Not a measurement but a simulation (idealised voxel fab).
The following is a process module called voxel trench capacitor.
Shown is cross-section cut, with a width of 285 nm and square cells of size 5 nm.
Bands, listed from the top down, are how a cross-section gets written in this document; the cross-section itself is a grid of square cells, and a band is one or more rows of them. Within each band entry, the heights of the top and of the bottom of the band appear first, in that order and in nm; the materials of the band then follow from left to right, each with its corresponding width in nm. The designation "throughout" on a single material indicates that it fills the band from edge to edge; the designation "empty" indicates empty space. Height reference: 0 = level under which incoming wafer is all one material. Lowest band: no bottom, runs on downward, e.g. "z 0 and below". Width "30->40": first value at the band's top row of cells, second value at its bottom row, equal change from row to row. For the purposes of this document, the phrase "nothing was modified" attached to a step denotes that no cell within the cross-section was modified by that step. Any empty space of 8 cells or more lacking an open way to the top shows up in "Cavities, sealed" as width x height at distance, distance from the left edge, in nm. Anything after a step's settings on that line? It's the simulator's own note about the step. The line of a step may include "overlay nm". On a step with a mask, this value is how far to the right of its planned place the mask lay. A negative value means the mask lay to the left.
So here's the lineup of process steps we planned
1,RECEIVE, material Si
2,CONFORMAL_DEP, material SiN, thk nm 10
3,PATTERN, tone open, mask id TRENCH, material resist, width nm 25, pitch nm 55, thk nm 20, overlay nm 0
4,DIRECTIONAL_ETCH, etch materials SiN, depth nm 10
5,DIRECTIONAL_ETCH, etch materials Si, depth nm 40
6,STRIP, etch materials resist
7,CONFORMAL_DEP, material HfO2, thk nm 5
8,CONFORMAL_DEP, material TiN, thk nm 5
9,FILL_DEP, material W, thk nm 10
10,CMP, height nm 10
Wafer, first of two, run as planned
As received (post step 1): cross-section
> z 0 and below: Si throughout
> Cavities, sealed: none
State of the wafer after step 2, shown in cross-section
> z 10 to 0: SiN throughout
> All layers under 0 are left as they were.
State of the wafer after step 3, shown in cross-section
> z 30 to 10: resist=100 | empty=25 | resist=30 | empty=25 | resist=105
> All layers under 10 are left as they were.
State of the wafer after step 4, shown in cross-section
> z 30 to 10: resist=100 | empty=25 | resist=30 | empty=25 | resist=105
> z 10 to 0: SiN=100 | empty=25 | SiN=30 | empty=25 | SiN=105
> All layers under 0 are left as they were.
State of the wafer after step 5, shown in cross-section
> z 30 to 10: resist=100 | empty=25 | resist=30 | empty=25 | resist=105
> z 10 to 0: SiN=100 | empty=25 | SiN=30 | empty=25 | SiN=105
> z 0 to -40: Si=100 | empty=25 | Si=30 | empty=25 | Si=105
> All layers under -40 are left as they were.
State of the wafer after step 6, shown in cross-section
> z 10 to 0: SiN=100 | empty=25 | SiN=30 | empty=25 | SiN=105
> All layers under 0 are left as they were.
State of the wafer after step 7, shown in cross-section
> z 15 to 10: HfO2=105 | empty=15 | HfO2=40 | empty=15 | HfO2=110
> z 10 to 0: SiN=100 | HfO2=5 | empty=15 | HfO2=5 | SiN=30 | HfO2=5 | empty=15 | HfO2=5 | SiN=105
> z 0 to -35: Si=100 | HfO2=5 | empty=15 | HfO2=5 | Si=30 | HfO2=5 | empty=15 | HfO2=5 | Si=105
> z -35 to -40: Si=100 | HfO2=25 | Si=30 | HfO2=25 | Si=105
> All layers under -40 are left as they were.
State of the wafer after step 8, shown in cross-section
> z 20 to 15: TiN=110 | empty=5 | TiN=50 | empty=5 | TiN=115
> z 15 to 10: HfO2=105 | TiN=5 | empty=5 | TiN=5 | HfO2=40 | TiN=5 | empty=5 | TiN=5 | HfO2=110
> z 10 to 0: SiN=100 | HfO2=5 | TiN=5 | empty=5 | TiN=5 | HfO2=5 | SiN=30 | HfO2=5 | TiN=5 | empty=5 | TiN=5 | HfO2=5 | SiN=105
> z 0 to -30: Si=100 | HfO2=5 | TiN=5 | empty=5 | TiN=5 | HfO2=5 | Si=30 | HfO2=5 | TiN=5 | empty=5 | TiN=5 | HfO2=5 | Si=105
> z -30 to -35: Si=100 | HfO2=5 | TiN=15 | HfO2=5 | Si=30 | HfO2=5 | TiN=15 | HfO2=5 | Si=105
> All layers under -35 are left as they were.
State of the wafer after step 9, shown in cross-section
> z 30 to 20: W throughout
> z 20 to 15: TiN=110 | W=5 | TiN=50 | W=5 | TiN=115
> z 15 to 10: HfO2=105 | TiN=5 | W=5 | TiN=5 | HfO2=40 | TiN=5 | W=5 | TiN=5 | HfO2=110
> z 10 to 0: SiN=100 | HfO2=5 | TiN=5 | W=5 | TiN=5 | HfO2=5 | SiN=30 | HfO2=5 | TiN=5 | W=5 | TiN=5 | HfO2=5 | SiN=105
> z 0 to -30: Si=100 | HfO2=5 | TiN=5 | W=5 | TiN=5 | HfO2=5 | Si=30 | HfO2=5 | TiN=5 | W=5 | TiN=5 | HfO2=5 | Si=105
> All layers under -30 are left as they were.
State of the wafer after step 10, shown in cross-section
> z 10 to 0: SiN=100 | HfO2=5 | TiN=5 | W=5 | TiN=5 | HfO2=5 | SiN=30 | HfO2=5 | TiN=5 | W=5 | TiN=5 | HfO2=5 | SiN=105
> All layers under 0 are left as they were.
Wafer two. Identical start, identical plan. One mistake in execution. Identical history through step 2
Look at the second wafer in cross-section at the time step 3 ought to have finished
> z 30 to 10: resist=110 | empty=25 | resist=30 | empty=25 | resist=95
> All layers under 10 are left as they were.
Look at the second wafer in cross-section at the time step 4 ought to have finished
> z 30 to 10: resist=110 | empty=25 | resist=30 | empty=25 | resist=95
> z 10 to 0: SiN=110 | empty=25 | SiN=30 | empty=25 | SiN=95
> All layers under 0 are left as they were.
Look at the second wafer in cross-section at the time step 5 ought to have finished
> z 30 to 10: resist=110 | empty=25 | resist=30 | empty=25 | resist=95
> z 10 to 0: SiN=110 | empty=25 | SiN=30 | empty=25 | SiN=95
> z 0 to -40: Si=110 | empty=25 | Si=30 | empty=25 | Si=95
> All layers under -40 are left as they were.
Look at the second wafer in cross-section at the time step 6 ought to have finished
> z 10 to 0: SiN=110 | empty=25 | SiN=30 | empty=25 | SiN=95
> All layers under 0 are left as they were.
Look at the second wafer in cross-section at the time step 7 ought to have finished
> z 15 to 10: HfO2=115 | empty=15 | HfO2=40 | empty=15 | HfO2=100
> z 10 to 0: SiN=110 | HfO2=5 | empty=15 | HfO2=5 | SiN=30 | HfO2=5 | empty=15 | HfO2=5 | SiN=95
> z 0 to -35: Si=110 | HfO2=5 | empty=15 | HfO2=5 | Si=30 | HfO2=5 | empty=15 | HfO2=5 | Si=95
> z -35 to -40: Si=110 | HfO2=25 | Si=30 | HfO2=25 | Si=95
> All layers under -40 are left as they were.
Look at the second wafer in cross-section at the time step 8 ought to have finished
> z 20 to 15: TiN=120 | empty=5 | TiN=50 | empty=5 | TiN=105
> z 15 to 10: HfO2=115 | TiN=5 | empty=5 | TiN=5 | HfO2=40 | TiN=5 | empty=5 | TiN=5 | HfO2=100
> z 10 to 0: SiN=110 | HfO2=5 | TiN=5 | empty=5 | TiN=5 | HfO2=5 | SiN=30 | HfO2=5 | TiN=5 | empty=5 | TiN=5 | HfO2=5 | SiN=95
> z 0 to -30: Si=110 | HfO2=5 | TiN=5 | empty=5 | TiN=5 | HfO2=5 | Si=30 | HfO2=5 | TiN=5 | empty=5 | TiN=5 | HfO2=5 | Si=95
> z -30 to -35: Si=110 | HfO2=5 | TiN=15 | HfO2=5 | Si=30 | HfO2=5 | TiN=15 | HfO2=5 | Si=95
> All layers under -35 are left as they were.
Look at the second wafer in cross-section at the time step 9 ought to have finished
> z 30 to 20: W throughout
> z 20 to 15: TiN=120 | W=5 | TiN=50 | W=5 | TiN=105
> z 15 to 10: HfO2=115 | TiN=5 | W=5 | TiN=5 | HfO2=40 | TiN=5 | W=5 | TiN=5 | HfO2=100
> z 10 to 0: SiN=110 | HfO2=5 | TiN=5 | W=5 | TiN=5 | HfO2=5 | SiN=30 | HfO2=5 | TiN=5 | W=5 | TiN=5 | HfO2=5 | SiN=95
> z 0 to -30: Si=110 | HfO2=5 | TiN=5 | W=5 | TiN=5 | HfO2=5 | Si=30 | HfO2=5 | TiN=5 | W=5 | TiN=5 | HfO2=5 | Si=95
> All layers under -30 are left as they were.
Look at the second wafer in cross-section at the time step 10 ought to have finished
> z 10 to 0: SiN=110 | HfO2=5 | TiN=5 | W=5 | TiN=5 | HfO2=5 | SiN=30 | HfO2=5 | TiN=5 | W=5 | TiN=5 | HfO2=5 | SiN=95
> All layers under 0 are left as they were.
Misprocessing identified: note that step 3 departed from the planned setting and was carried out as PATTERN, tone open, mask id TRENCH, material resist, width nm 25, pitch nm 55, thk nm 20, overlay nm 10
End check, second vs first wafer: material counts in cells match, positions do not.
